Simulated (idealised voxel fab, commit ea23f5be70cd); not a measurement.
process module | voxel capacitor over wiring
cross-section cut | 140 nm wide | cells 5 nm
A cross-section is a grid of square cells, given in bands from the top down. A band is one or more rows of cells.
Each band's line starts with the height of the band's top and of its bottom, in nm. Then come its materials from left to right, each with its width in nm. One material with "throughout" fills the band from edge to edge. "air" is empty space.
Height 0 is the level under which the wafer as received is all one material. The lowest band goes on downwards, as in "0 down".
A width such as "30 to 40" changes by the same amount from each row of cells to the next, from the band's top row to its bottom row.
"no change" after a step means that no cell of the cross-section changed.
closed voids: empty space of 8 cells or more with no open way to the top, each as width x height at its distance from the left edge, in nm
after a step's settings: what the simulator itself notes on the step
overlay nm, on a step with a mask: how far to the right of its planned place the mask lay; to the left if negative
plan
1 op RECEIVE | material Si
2 op CONFORMAL_DEP | material SiO2 | thk nm 15
3 op DIRECTIONAL_DEP | material TiN | thk nm 5
4 op DIRECTIONAL_DEP | material Ru | thk nm 15
5 op PATTERN | tone cover | mask id METAL_1 | material resist | width nm 25 | pitch nm 85 | thk nm 15 | overlay nm 0
6 op DIRECTIONAL_ETCH | etch materials Ru | depth nm 15
7 op DIRECTIONAL_ETCH | etch materials TiN | depth nm 5
8 op STRIP | etch materials resist
9 op FILL_DEP | material lowk | thk nm 10
10 op CMP | height nm 35
11 op CONFORMAL_DEP | material SiCN | thk nm 5
12 op DIRECTIONAL_DEP | material lowk | thk nm 20
13 op PATTERN | tone open | mask id PLUG_1 | material resist | width nm 15 | thk nm 15 | overlay nm 0
14 op DIRECTIONAL_ETCH | etch materials lowk | depth nm 20
15 op DIRECTIONAL_ETCH | etch materials SiCN | depth nm 5
16 op STRIP | etch materials resist
17 op EPI | material Ru | thk nm 10
18 op EPI | material Ru | thk nm 10
19 op EPI | material Ru | thk nm 5
20 op DIRECTIONAL_DEP | material TiN | thk nm 10
21 op DIRECTIONAL_DEP | material SiN | thk nm 5
22 op DIRECTIONAL_DEP | material TiN | thk nm 5
23 op MASKED_ETCH | tone cover | mask id UPPER_PLATE | width nm 65 | etch materials TiN | depth nm 5 | overlay nm 0
24 op MASKED_ETCH | tone cover | mask id UPPER_PLATE | width nm 65 | etch materials SiN | depth nm 5 | overlay nm 0
25 op MASKED_ETCH | tone cover | mask id LOWER_PLATE | width nm 75 | etch materials TiN | depth nm 10 | overlay nm 0
26 op FILL_DEP | material SiO2 | thk nm 15
27 op CMP | height nm 90
28 op MASKED_ETCH | tone open | mask id PLUG_2 | width nm 15 | etch materials SiO2 | depth nm 10 | overlay nm 0
29 op CONFORMAL_DEP | material TiN | thk nm 5
30 op FILL_DEP | material Ru | thk nm 10
31 op CMP | height nm 90
32 op CONFORMAL_DEP | material SiCN | thk nm 5
first wafer, as planned
as received, after step 1
  0 down: Si throughout
  closed voids: none
after step 2
  15 to 0: SiO2 throughout
  below 0: unchanged
after step 3
  20 to 15: TiN throughout
  below 15: unchanged
after step 4
  35 to 20: Ru throughout
  below 20: unchanged
after step 5
  50 to 35: air 15 | resist 25 | air 60 | resist 25 | air 15
  below 35: unchanged
after step 6
  50 to 35: air 15 | resist 25 | air 60 | resist 25 | air 15
  35 to 20: air 15 | Ru 25 | air 60 | Ru 25 | air 15
  below 20: unchanged
after step 7
  50 to 35: air 15 | resist 25 | air 60 | resist 25 | air 15
  35 to 20: air 15 | Ru 25 | air 60 | Ru 25 | air 15
  20 to 15: air 15 | TiN 25 | air 60 | TiN 25 | air 15
  below 15: unchanged
after step 8
  35 to 20: air 15 | Ru 25 | air 60 | Ru 25 | air 15
  below 20: unchanged
after step 9
  45 to 35: lowk throughout
  35 to 20: lowk 15 | Ru 25 | lowk 60 | Ru 25 | lowk 15
  20 to 15: lowk 15 | TiN 25 | lowk 60 | TiN 25 | lowk 15
  below 15: unchanged
after step 10
  35 to 20: lowk 15 | Ru 25 | lowk 60 | Ru 25 | lowk 15
  below 20: unchanged
after step 11
  40 to 35: SiCN throughout
  below 35: unchanged
after step 12
  60 to 40: lowk throughout
  below 40: unchanged
after step 13
  75 to 60: resist 25 | air 15 | resist 100
  below 60: unchanged
after step 14
  75 to 60: resist 25 | air 15 | resist 100
  60 to 40: lowk 25 | air 15 | lowk 100
  below 40: unchanged
after step 15
  75 to 60: resist 25 | air 15 | resist 100
  60 to 40: lowk 25 | air 15 | lowk 100
  40 to 35: SiCN 25 | air 15 | SiCN 100
  below 35: unchanged
after step 16
  60 to 40: lowk 25 | air 15 | lowk 100
  below 40: unchanged
after step 17
  60 to 45: lowk 25 | air 15 | lowk 100
  45 to 40: lowk 25 | Ru 15 | lowk 100
  40 to 35: SiCN 25 | Ru 15 | SiCN 100
  below 35: unchanged
after step 18
  60 to 55: lowk 25 | air 15 | lowk 100
  55 to 40: lowk 25 | Ru 15 | lowk 100
  below 40: unchanged
after step 19
  60 to 40: lowk 25 | Ru 15 | lowk 100
  below 40: unchanged
after step 20
  70 to 60: TiN throughout
  below 60: unchanged
after step 21
  75 to 70: SiN throughout
  below 70: unchanged
after step 22
  80 to 75: TiN throughout
  below 75: unchanged
after step 23
  80 to 75: air 25 | TiN 65 | air 50
  below 75: unchanged
after step 24
  80 to 75: air 25 | TiN 65 | air 50
  75 to 70: air 25 | SiN 65 | air 50
  below 70: unchanged
after step 25
  80 to 75: air 25 | TiN 65 | air 50
  75 to 70: air 25 | SiN 65 | air 50
  70 to 60: air 20 | TiN 75 | air 45
  below 60: unchanged
after step 26
  95 to 80: SiO2 throughout
  80 to 75: SiO2 25 | TiN 65 | SiO2 50
  75 to 70: SiO2 25 | SiN 65 | SiO2 50
  70 to 60: SiO2 20 | TiN 75 | SiO2 45
  below 60: unchanged
after step 27
  90 to 80: SiO2 throughout
  below 80: unchanged
after step 28
  90 to 80: SiO2 35 | air 15 | SiO2 90
  below 80: unchanged
after step 29
  95 to 90: TiN 40 | air 5 | TiN 95
  90 to 85: SiO2 35 | TiN 5 | air 5 | TiN 5 | SiO2 90
  85 to 75: SiO2 35 to 25 | TiN 15 to 65 | SiO2 90 to 50
  below 75: unchanged
after step 30
  105 to 95: Ru throughout
  95 to 90: TiN 40 | Ru 5 | TiN 95
  90 to 85: SiO2 35 | TiN 5 | Ru 5 | TiN 5 | SiO2 90
  below 85: unchanged
after step 31
  90 to 85: SiO2 35 | TiN 5 | Ru 5 | TiN 5 | SiO2 90
  below 85: unchanged
after step 32
  95 to 90: SiCN throughout
  below 90: unchanged
second wafer: like start, like plan, one mistake. Through step 22 it matches the first wafer
when step 23 should have ended
  80 to 75: air 30 | TiN 55 | air 55
  below 75: unchanged
when step 24 should have ended
  80 to 75: air 30 | TiN 55 | air 55
  75 to 70: air 25 | SiN 65 | air 50
  below 70: unchanged
when step 25 should have ended
  80 to 75: air 30 | TiN 55 | air 55
  75 to 70: air 25 | SiN 65 | air 50
  70 to 60: air 20 | TiN 75 | air 45
  below 60: unchanged
when step 26 should have ended
  95 to 80: SiO2 throughout
  80 to 75: SiO2 30 | TiN 55 | SiO2 55
  75 to 70: SiO2 25 | SiN 65 | SiO2 50
  70 to 60: SiO2 20 | TiN 75 | SiO2 45
  below 60: unchanged
when step 27 should have ended
  90 to 80: SiO2 throughout
  below 80: unchanged
when step 28 should have ended
  90 to 80: SiO2 35 | air 15 | SiO2 90
  below 80: unchanged
when step 29 should have ended
  95 to 90: TiN 40 | air 5 | TiN 95
  90 to 85: SiO2 35 | TiN 5 | air 5 | TiN 5 | SiO2 90
  85 to 75: SiO2 35 to 30 | TiN 15 to 55 | SiO2 90 to 55
  below 75: unchanged
when step 30 should have ended
  105 to 95: Ru throughout
  95 to 90: TiN 40 | Ru 5 | TiN 95
  90 to 85: SiO2 35 | TiN 5 | Ru 5 | TiN 5 | SiO2 90
  below 85: unchanged
when step 31 should have ended
  90 to 85: SiO2 35 | TiN 5 | Ru 5 | TiN 5 | SiO2 90
  below 85: unchanged
when step 32 should have ended
  95 to 90: SiCN throughout
  below 90: unchanged
what went wrong: step 23 ran as: op MASKED_ETCH | tone cover | mask id UPPER_PLATE | width nm 55 | etch materials TiN | depth nm 5 | overlay nm 0
at the end the second wafer has, in cells: 2 more of SiO2 | 2 fewer of TiN
